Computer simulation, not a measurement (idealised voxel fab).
Process module under the name voxel self aligned contacts
Cross-sectional view cut (width: 185 nm; square cell size: 5 nm).
Cross-section spec: square-cell grid; bands listed top down; each band is one or more rows. Band entry format. Leading values: height of top, height of bottom, nm. Remainder: materials in left-to-right order, each with its width in nm. Special words: "edge to edge" on a single material, which then fills the band edge to edge; "empty", empty space. Note: height 0 marks the level under which the wafer is uniformly one material as received. Lowest band unbounded below, written "0 and below". When a width is written as two numbers, as in "30 to 40", the first number is the width in the top row of cells of the band and the second is the width in its bottom row, and the width changes by the same amount from each row to the next. "same as before" (step): cross-section cells unchanged, all of them. Each empty space that has no open way to the top and spans at least 8 cells appears under "Enclosed empty spaces" as width x height at distance, the distance counted from the left edge, all in nm. Anything after a step's settings on that line? It's the simulator's own note about the step. A step line may carry the setting "overlay nm", which, for steps involving a mask, states the distance by which the mask lay to the right of its intended position; negative values denote displacement to the left.

The following list gives the planned process steps
1 RECEIVE,material Si
2 CONFORMAL_DEP,material SiO2,thk nm 5
3 DIRECTIONAL_DEP,material polySi,thk nm 25
4 DIRECTIONAL_DEP,material SiN,thk nm 20
5 MASKED_ETCH,tone cover,mask id GATE,width nm 25,pitch nm 55,etch materials SiN,depth nm 20,overlay nm 0
6 MASKED_ETCH,tone cover,mask id GATE,width nm 25,pitch nm 55,etch materials polySi,depth nm 25,overlay nm 0
7 CONFORMAL_DEP,material SiN,thk nm 5
8 DIRECTIONAL_ETCH,etch materials SiN,depth nm 5
9 FILL_DEP,material SiO2,thk nm 15
10 CMP,height nm 60
11 DIRECTIONAL_DEP,material aC,thk nm 15
12 PATTERN,tone open,mask id CONTACT,material resist,width nm 40,thk nm 35,overlay nm 0
13 DIRECTIONAL_ETCH,etch materials aC,depth nm 15
14 STRIP,etch materials resist
15 DIRECTIONAL_ETCH,etch materials SiO2,depth nm 60
16 STRIP,etch materials aC
17 CONFORMAL_DEP,material TiN,thk nm 5
18 FILL_DEP,material Ru,thk nm 10
19 CMP,height nm 60
20 CONFORMAL_DEP,material SiCN,thk nm 5

As-received wafer cross-section (after step 1)
> 0 and below: Si edge to edge
> Enclosed empty spaces: none

First of two wafers at the end of the module, shown in cross-section; run carried out as planned
> 65 down to 60: SiCN edge to edge
> 60 down to 50: SiO2=70  TiN=5 to 15  Ru=30 to 10  TiN=5 to 15  SiO2=75
> 50 down to 30: SiO2=45  SiN=35  TiN=5  Ru=10  TiN=5  SiN=35  SiO2=50
> 30 down to 5: SiO2=45  SiN=5  polySi=25  SiN=5  TiN=5  Ru=10  TiN=5  SiN=5  polySi=25  SiN=5  SiO2=50
> 5 down to 0: SiO2=80  TiN=20  SiO2=85
> 0 and below: Si edge to edge
> Enclosed empty spaces: none

Here is the second of the two wafers cut open at the end of the module - same start, same plan as the first one, but we made one mistake running it
> 65 down to 60: SiCN edge to edge
> 60 down to 55: SiO2=70  TiN=5  Ru=30  TiN=5  SiO2=75
> 55 down to 50: SiO2=70  TiN=40  SiO2=75
> 50 down to 30: SiN=55  SiO2=15  SiN=40  SiO2=15  SiN=60
> 30 down to 5: polySi edge to edge
> 5 down to 0: SiO2 edge to edge
> 0 and below: Si edge to edge
> Enclosed empty spaces: none
Error vs. plan: step 5 was run on a setting that differed from the plan, and what really ran there is MASKED_ETCH,tone open,mask id GATE,width nm 25,pitch nm 55,etch materials SiN,depth nm 20,overlay nm 0
Cell-count delta at end, second wafer over first, by material: Ru -20; SiN +48; SiO2 -143; TiN -20; polySi +135
